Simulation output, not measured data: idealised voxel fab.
This is a process module. Its name is voxel plated lines.
The width of the displayed cross-section, cut, is 285 nm; its cells are square, with a size of 5 nm.
This document writes a cross-section as a grid whose cells are square, and gives it as bands, listed from the top down; one or more rows of cells form a band. Heads up on the band format: heights come first, top then bottom, in nm. After that it's the materials left to right, each with its width in nm. A single material flagged "everywhere" fills the whole band edge to edge, and "blank" means there's empty space there. Heights are expressed relative to 0, this being the level below which the as-received wafer comprises one material exclusively. The lowest band is unbounded in the downward direction and is denoted as in "z 0 and below". The notation "30->40" denotes a width that varies across the rows of cells in the band, beginning at the first number in the top row, finishing at the second number in the bottom row, and changing by an identical amount from each row to the next. A step reported as "nothing altered" is a step in which no cell of the cross-section changed. This entry, "Voids, enclosed", enumerates those empty regions of no fewer than 8 cells that possess no open connection to the top. Each region is reported in the form width x height at distance, the distance being taken from the left edge, with all three quantities expressed in nm. On a step's line, text after the settings is the simulator commenting on that step. When a step includes a mask, the "overlay nm" setting on its line states how far to the right of its planned place that mask lay, and negative values state how far to the left.

Steps in the process plan:
- 1: RECEIVE [material Si]
- 2: CONFORMAL_DEP [material Al2O3] [thk nm 5]
- 3: DIRECTIONAL_DEP [material TiN] [thk nm 5]
- 4: PATTERN [tone open] [mask id LINES] [material resist] [width nm 25] [pitch nm 55] [thk nm 25] [overlay nm 0]
- 5: EPI [material Ru] [thk nm 10]
- 6: EPI [material Ru] [thk nm 10]
- 7: STRIP [etch materials resist]
- 8: DIRECTIONAL_ETCH [etch materials TiN] [depth nm 5]
- 9: CONFORMAL_DEP [material SiCN] [thk nm 10]

This is the cross-section of the wafer as we received it, i.e. after step 1:
z 0 and below: Si everywhere
Voids, enclosed: none

Sectioned view, first of two wafers, at the close of the module, processed as intended in the plan:
z 40 to 30: 90 of blank  45 of SiCN  10 of blank  45 of SiCN  95 of blank
z 30 to 15: 90 of blank  10 of SiCN  25 of Ru  10 of SiCN  10 of blank  10 of SiCN  25 of Ru  10 of SiCN  95 of blank
z 15 to 10: 100 of SiCN  25 of Ru  30 of SiCN  25 of Ru  105 of SiCN
z 10 to 5: 100 of SiCN  25 of TiN  30 of SiCN  25 of TiN  105 of SiCN
z 5 to 0: Al2O3 everywhere
z 0 and below: Si everywhere
Voids, enclosed: none

Cross-section of the latter of the two wafers at module completion. It had an identical start and an identical plan to the former; in running it, one mistake was made:
z 40 to 30: 85 of blank  110 of SiCN  90 of blank
z 30 to 25: 85 of blank  10 of SiCN  35 of Ru  20 of SiCN  35 of Ru  10 of SiCN  90 of blank
z 25 to 15: 85 of blank  15 of SiCN  25 of Ru  30 of SiCN  25 of Ru  15 of SiCN  90 of blank
z 15 to 10: 100 of SiCN  25 of Ru  30 of SiCN  25 of Ru  105 of SiCN
z 10 to 5: 95 of SiCN  35 of TiN  20 of SiCN  35 of TiN  100 of SiCN
z 5 to 0: Al2O3 everywhere
z 0 and below: Si everywhere
Voids, enclosed: none
Plan not followed: step 4 changed vs plan, executed as PATTERN [tone open] [mask id LINES] [material resist] [width nm 25] [pitch nm 55] [thk nm 15] [overlay nm 0]
The second wafer ends with more or fewer cells of some materials than the first, per final count: +4 Ru, +12 SiCN, +4 TiN
